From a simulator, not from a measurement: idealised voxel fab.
The document below concerns the process module designated voxel self aligned vias.
Displayed cross-section: cut, width of 255 nm, square cells sized 5 nm.
In what follows, cross-sections appear as grids of square cells, described through bands that run from the top down, where every band is one or more rows of cells.
In this notation a band is specified by the heights of its top and bottom, in that order and in nm, after which its materials appear from left to right, each paired with its width in nm. The word "edge to edge" attached to a single material means that material fills the band from edge to edge; the word "blank" stands for empty space.
Counting heights begins at 0, where everything beneath is, in the wafer as received, one material. The lowest band has no bottom; it goes on downwards, as "0 and below" shows.
You'd read "30 to 40" like this: the band's top row of cells is as wide as the first number, its bottom row is as wide as the second, and going down, every row changes width by the same amount as the row before did.
Any step labelled "no alteration" changed none of the cells in the cross-section.
Basically, "Tabulated closed voids" tells you about the enclosed voids: empty spaces with no open way to the top, 8 cells or bigger, each written width x height at distance, where distance is from the left edge, all in nm.
If you see something after the settings on a step's line, that's the simulator's own remark about that step.
For masked steps, "overlay nm" on the step line gives how far right of plan the mask actually lay; a minus sign means it lay to the left.
Pairs from here to the end. Each: cross-section before one process step, cross-section after it, the latter only as far down as the lowest band that changed. Under each: the step between, and its settings. Mind that the pairs may be taken from different runs of this module on the same starting wafer; whether a pair continues from the pair above depends on its entry headed "Preceding state", and it does only where that entry says so.
PRECEDING STATE
> 75 down to 55  blank (50) | resist (40) | blank (70) | resist (40) | blank (55)
> 55 down to 35  SiO2 edge to edge
> 35 down to 30  SiO2 (55) | SiN (30) | SiO2 (25) | SiN (30) | SiO2 (25) | SiN (30) | SiO2 (60)
> 30 down to 20  SiO2 (55) | TiN (5) | Ru (20) | TiN (5) | SiO2 (25) | TiN (5) | Ru (20) | TiN (5) | SiO2 (25) | TiN (5) | Ru (20) | TiN (5) | SiO2 (60)
> 20 down to 15  SiO2 (55) | TiN (30) | SiO2 (25) | TiN (30) | SiO2 (25) | TiN (30) | SiO2 (60)
> 15 down to 10  SiCN edge to edge
> 10 down to 0  SiO2 edge to edge
> 0 and below  Si edge to edge
> Tabulated closed voids: none
CROSS-SECTION THEREAFTER
> 75 down to 55  blank (50) | resist (40) | blank (70) | resist (40) | blank (55)
> 55 down to 35  blank (50) | SiO2 (40) | blank (70) | SiO2 (40) | blank (55)
> Below 35, the layers are the same as they were.
> Tabulated closed voids: none
Processing between the before and after sections above: DIRECTIONAL_ETCH: etch materials SiO2, depth nm 20
Preceding state: taken from the pair above, after panel.
CROSS-SECTION THEREAFTER
> 75 down to 55  blank (50) | resist (40) | blank (70) | resist (40) | blank (55)
> 55 down to 35  blank (50) | SiO2 (40) | blank (70) | SiO2 (40) | blank (55)
> 35 down to 30  SiO2 (55) | SiN (30) | SiO2 (25) | blank (30) | SiO2 (25) | SiN (30) | SiO2 (60)
> Below 30, the layers are the same as they were.
> Tabulated closed voids: none
Processing between the before and after sections above: DIRECTIONAL_ETCH: etch materials SiN, depth nm 5
Preceding state: taken from the pair above, after panel.
CROSS-SECTION THEREAFTER
> 55 down to 35  blank (50) | SiO2 (40) | blank (70) | SiO2 (40) | blank (55)
> Below 35, the layers are the same as they were.
> Tabulated closed voids: none
Processing between the before and after sections above: STRIP: etch materials resist
Preceding state: taken from the pair above, after panel.
CROSS-SECTION THEREAFTER
> 60 down to 55  blank (45) | TiN (50) | blank (60) | TiN (50) | blank (50)
> 55 down to 40  blank (45) | TiN (5) | SiO2 (40) | TiN (5) | blank (60) | TiN (5) | SiO2 (40) | TiN (5) | blank (50)
> 40 down to 35  TiN (50) | SiO2 (40) | TiN (25) | blank (20) | TiN (25) | SiO2 (40) | TiN (55)
> 35 down to 30  SiO2 (55) | SiN (30) | SiO2 (25) | TiN (30) | SiO2 (25) | SiN (30) | SiO2 (60)
> Below 30, the layers are the same as they were.
> Tabulated closed voids: none
Processing between the before and after sections above: CONFORMAL_DEP: material TiN, thk nm 5
Preceding state: taken from the pair above, after panel.
CROSS-SECTION THEREAFTER
> 65 down to 60  W edge to edge
> 60 down to 55  W (45) | TiN (50) | W (60) | TiN (50) | W (50)
> 55 down to 40  W (45) | TiN (5) | SiO2 (40) | TiN (5) | W (60) | TiN (5) | SiO2 (40) | TiN (5) | W (50)
> 40 down to 35  TiN (50) | SiO2 (40) | TiN (25) | W (20) | TiN (25) | SiO2 (40) | TiN (55)
> Below 35, the layers are the same as they were.
> Tabulated closed voids: none
Processing between the before and after sections above: FILL_DEP: material W, thk nm 5
Preceding state: taken from the pair above, after panel.
CROSS-SECTION THEREAFTER
> 55 down to 40  W (45) | TiN (5) | SiO2 (40) | TiN (5) | W (60) | TiN (5) | SiO2 (40) | TiN (5) | W (50)
> Below 40, the layers are the same as they were.
> Tabulated closed voids: none
Processing between the before and after sections above: CMP: height nm 55
Preceding state: taken from the pair above, after panel.
CROSS-SECTION THEREAFTER
> 60 down to 55  SiCN edge to edge
> Below 55, the layers are the same as they were.
> Tabulated closed voids: none
Processing between the before and after sections above: CONFORMAL_DEP: material SiCN, thk nm 5
